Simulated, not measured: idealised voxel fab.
process module | voxel ribs on slabs
cross-section cut | 185 nm wide | cells 5 nm
A cross-section is a grid of square cells, given in bands from the top down. A band is one or more rows of cells.
Each band's line starts with the height of the band's top and of its bottom, in nm. Then come its materials from left to right, each with its width in nm. One material with "throughout" fills the band from edge to edge. "air" is empty space.
Height 0 is the level under which the wafer as received is all one material. The lowest band goes on downwards, as in "0 down".
A width such as "30 to 40" changes by the same amount from each row of cells to the next, from the band's top row to its bottom row.
"no change" after a step means that no cell of the cross-section changed.
closed voids: empty space of 8 cells or more with no open way to the top, each as width x height at its distance from the left edge, in nm
after a step's settings: what the simulator itself notes on the step
overlay nm, on a step with a mask: how far to the right of its planned place the mask lay; to the left if negative
plan
1 op RECEIVE | material Si
2 op DIRECTIONAL_DEP | material SiO2 | thk nm 30
3 op DIRECTIONAL_DEP | material polySi | thk nm 20
4 op MASKED_ETCH | tone cover | mask id RIB | width nm 20 | etch materials polySi | depth nm 5 | overlay nm 0
5 op DIRECTIONAL_DEP | material aC | thk nm 15
6 op PATTERN | tone cover | mask id SLAB | material resist | width nm 50 | thk nm 30 | overlay nm 0
7 op DIRECTIONAL_ETCH | etch materials aC | depth nm 15
8 op STRIP | etch materials resist
9 op DIRECTIONAL_ETCH | etch materials polySi | depth nm 15
10 op STRIP | etch materials aC
11 op FILL_DEP | material SiO2 | thk nm 20
12 op CMP | height nm 60
13 op DIRECTIONAL_DEP | material W | thk nm 5
14 op MASKED_ETCH | tone cover | mask id HEATER | width nm 30 | etch materials W | depth nm 5 | overlay nm 0
15 op CONFORMAL_DEP | material SiO2 | thk nm 5
first wafer, as planned
as received, after step 1
  0 down: Si throughout
  closed voids: none
after step 2
  30 to 0: SiO2 throughout
  below 0: unchanged
after step 3
  50 to 30: polySi throughout
  below 30: unchanged
after step 4
  50 to 45: air 80 | polySi 20 | air 85
  below 45: unchanged
after step 5
  65 to 60: air 80 | aC 20 | air 85
  60 to 50: aC throughout
  50 to 45: aC 80 | polySi 20 | aC 85
  below 45: unchanged
after step 6
  95 to 65: air 65 | resist 50 | air 70
  65 to 60: air 65 | resist 15 | aC 20 | resist 15 | air 70
  below 60: unchanged
after step 7
  80 to 65: air 65 | resist 50 | air 70
  65 to 60: air 65 | resist 15 | aC 20 | resist 15 | air 70
  60 to 50: air 65 | aC 50 | air 70
  50 to 45: air 65 | aC 15 | polySi 20 | aC 15 | air 70
  below 45: unchanged
after step 8
  65 to 60: air 80 | aC 20 | air 85
  below 60: unchanged
after step 9
  65 to 60: air 80 | aC 20 | air 85
  60 to 50: air 65 | aC 50 | air 70
  50 to 45: air 65 | aC 15 | polySi 20 | aC 15 | air 70
  45 to 30: air 65 | polySi 50 | air 70
  below 30: unchanged
after step 10
  50 to 45: air 80 | polySi 20 | air 85
  below 45: unchanged
after step 11
  70 to 50: SiO2 throughout
  50 to 45: SiO2 80 | polySi 20 | SiO2 85
  45 to 30: SiO2 65 | polySi 50 | SiO2 70
  below 30: unchanged
after step 12
  60 to 50: SiO2 throughout
  below 50: unchanged
after step 13
  65 to 60: W throughout
  below 60: unchanged
after step 14
  65 to 60: air 75 | W 30 | air 80
  below 60: unchanged
after step 15
  70 to 65: air 70 | SiO2 40 | air 75
  65 to 60: SiO2 75 | W 30 | SiO2 80
  below 60: unchanged
second wafer: like start, like plan, one mistake. Through step 10 it matches the first wafer
when step 11 should have ended
  70 to 50: aC throughout
  50 to 45: aC 80 | polySi 20 | aC 85
  45 to 30: aC 65 | polySi 50 | aC 70
  below 30: unchanged
when step 12 should have ended
  60 to 50: aC throughout
  below 50: unchanged
when step 13 should have ended
  65 to 60: W throughout
  below 60: unchanged
when step 14 should have ended
  65 to 60: air 75 | W 30 | air 80
  below 60: unchanged
when step 15 should have ended
  70 to 65: air 70 | SiO2 40 | air 75
  65 to 60: SiO2 75 | W 30 | SiO2 80
  below 60: unchanged
what went wrong: step 11 ran as: op FILL_DEP | material aC | thk nm 20
at the end the second wafer has, in cells: 188 fewer of SiO2 | 188 more of aC
